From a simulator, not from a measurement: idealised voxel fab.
The following is a process module called voxel capacitor over wiring.
Square cells of 5 nm make up the cross-section cut, whose width is 140 nm.
Square cells in a grid make up a cross-section in this document, and the grid is given as bands, listed from the top down, each one or more rows of cells. Per band: top height and bottom height in nm, followed by the left-to-right materials and their widths in nm; "edge to edge" marks a single material spanning edge to edge, "air" marks empty space. Heights are expressed relative to 0, this being the level below which the as-received wafer comprises one material exclusively. The lowest band is unbounded in the downward direction and is denoted as in "0 nm and below". The expression "30 to 40" gives the width at the extremes of the band, the first number at its top row of cells and the second at its bottom row, with the width changing by equal amounts from each row to the next in between. The designation "nothing changed", where it is given for a processing step, indicates that no cell of the cross-section was altered in the course of that step. Entry "Completely sealed voids" = empty spaces >= 8 cells with no open way to the top; each as width x height at distance, distance from left edge, all nm. The remark found on a step's line after its settings is issued by the simulator itself and pertains to that step. "overlay nm", when on a step's line for a step with a mask, measures how far to the right of its planned place the mask lay; a negative measure means to the left.
### Listed below are the process steps as planned
| 1 | RECEIVE | material Si |
| 2 | CONFORMAL_DEP | material SiO2 | thk nm 15 |
| 3 | DIRECTIONAL_DEP | material TiN | thk nm 5 |
| 4 | DIRECTIONAL_DEP | material W | thk nm 20 |
| 5 | MASKED_ETCH | tone cover | mask id METAL_1 | width nm 20 | pitch nm 80 | etch materials W | depth nm 20 | overlay nm 0 |
| 6 | MASKED_ETCH | tone cover | mask id METAL_1 | width nm 20 | pitch nm 80 | etch materials TiN | depth nm 5 | overlay nm 0 |
| 7 | FILL_DEP | material lowk | thk nm 10 |
| 8 | CMP | height nm 40 |
| 9 | CONFORMAL_DEP | material SiCN | thk nm 5 |
| 10 | DIRECTIONAL_DEP | material lowk | thk nm 10 |
| 11 | PATTERN | tone open | mask id PLUG_1 | material resist | width nm 15 | thk nm 20 | overlay nm 0 |
| 12 | DIRECTIONAL_ETCH | etch materials lowk | depth nm 10 |
| 13 | DIRECTIONAL_ETCH | etch materials SiCN | depth nm 5 |
| 14 | STRIP | etch materials resist |
| 15 | CONFORMAL_DEP | material TiN | thk nm 5 |
| 16 | FILL_DEP | material Cu | thk nm 10 |
| 17 | CMP | height nm 55 |
| 18 | DIRECTIONAL_DEP | material TiN | thk nm 10 |
| 19 | DIRECTIONAL_DEP | material Al2O3 | thk nm 5 |
| 20 | DIRECTIONAL_DEP | material TiN | thk nm 10 |
| 21 | PATTERN | tone cover | mask id UPPER_PLATE | material resist | width nm 65 | thk nm 20 | overlay nm 0 |
| 22 | DIRECTIONAL_ETCH | etch materials TiN | depth nm 10 |
| 23 | DIRECTIONAL_ETCH | etch materials Al2O3 | depth nm 5 |
| 24 | STRIP | etch materials resist |
| 25 | PATTERN | tone cover | mask id LOWER_PLATE | material resist | width nm 75 | thk nm 20 | overlay nm 0 |
| 26 | DIRECTIONAL_ETCH | etch materials TiN | depth nm 10 |
| 27 | STRIP | etch materials resist |
| 28 | FILL_DEP | material SiO2 | thk nm 20 |
| 29 | CMP | height nm 95 |
| 30 | MASKED_ETCH | tone open | mask id PLUG_2 | width nm 15 | etch materials SiO2 | depth nm 15 | overlay nm 0 |
| 31 | CONFORMAL_DEP | material TiN | thk nm 5 |
| 32 | FILL_DEP | material Ru | thk nm 10 |
| 33 | CMP | height nm 95 |
| 34 | CONFORMAL_DEP | material SiCN | thk nm 5 |
### Here's what the wafer looked like in cross-section when it arrived - that's after step 1
    0 nm and below | Si edge to edge
    Completely sealed voids: none
### The first of two wafers, cross-sectioned at the end of the module, with the run proceeding as planned
    100 nm to 95 nm | SiCN edge to edge
    95 nm to 85 nm | 35 of SiO2 | 5 of TiN | 5 of Ru | 5 of TiN | 90 of SiO2
    85 nm to 80 nm | 35 of SiO2 | 15 of TiN | 90 of SiO2
    80 nm to 70 nm | 25 of SiO2 | 65 of TiN | 50 of SiO2
    70 nm to 65 nm | 25 of SiO2 | 65 of Al2O3 | 50 of SiO2
    65 nm to 55 nm | 20 of SiO2 | 75 of TiN | 45 of SiO2
    55 nm to 45 nm | 25 of lowk | 5 of TiN | 5 of Cu | 5 of TiN | 100 of lowk
    45 nm to 40 nm | 25 of SiCN | 15 of TiN | 100 of SiCN
    40 nm to 20 nm | 20 of lowk | 20 of W | 60 of lowk | 20 of W | 20 of lowk
    20 nm to 15 nm | 20 of lowk | 20 of TiN | 60 of lowk | 20 of TiN | 20 of lowk
    15 nm to 0 nm | SiO2 edge to edge
    0 nm and below | Si edge to edge
    Completely sealed voids: none
### Cross-sectional image of the second wafer of the two following completion of the module. Starting state and process plan were the same as for the first wafer; one execution error occurred
    100 nm to 95 nm | SiCN edge to edge
    95 nm to 85 nm | 35 of SiO2 | 5 of TiN | 5 of Ru | 5 of TiN | 90 of SiO2
    85 nm to 80 nm | 35 of SiO2 | 15 of TiN | 90 of SiO2
    80 nm to 70 nm | 25 of SiO2 | 65 of TiN | 50 of SiO2
    70 nm to 65 nm | 25 of SiO2 | 65 of Al2O3 | 50 of SiO2
    65 nm to 55 nm | 20 of SiO2 | 75 of TiN | 45 of SiO2
    55 nm to 50 nm | Cu edge to edge
    50 nm to 45 nm | 30 of TiN | 5 of Cu | 105 of TiN
    45 nm to 35 nm | 25 of lowk | 5 of TiN | 5 of Cu | 5 of TiN | 100 of lowk
    35 nm to 30 nm | 25 of SiCN | 15 of TiN | 100 of SiCN
    30 nm to 20 nm | 20 of lowk | 20 of W | 60 of lowk | 20 of W | 20 of lowk
    20 nm to 15 nm | 20 of lowk | 20 of TiN | 60 of lowk | 20 of TiN | 20 of lowk
    15 nm to 0 nm | SiO2 edge to edge
    0 nm and below | Si edge to edge
    Completely sealed voids: none
Deviation noted in wafer processing: step 8 changed vs plan, executed as CMP | height nm 30
The second wafer ends with more or fewer cells of some materials than the first, per final count: Cu: 29 more; TiN: 27 more; W: 16 fewer; lowk: 40 fewer
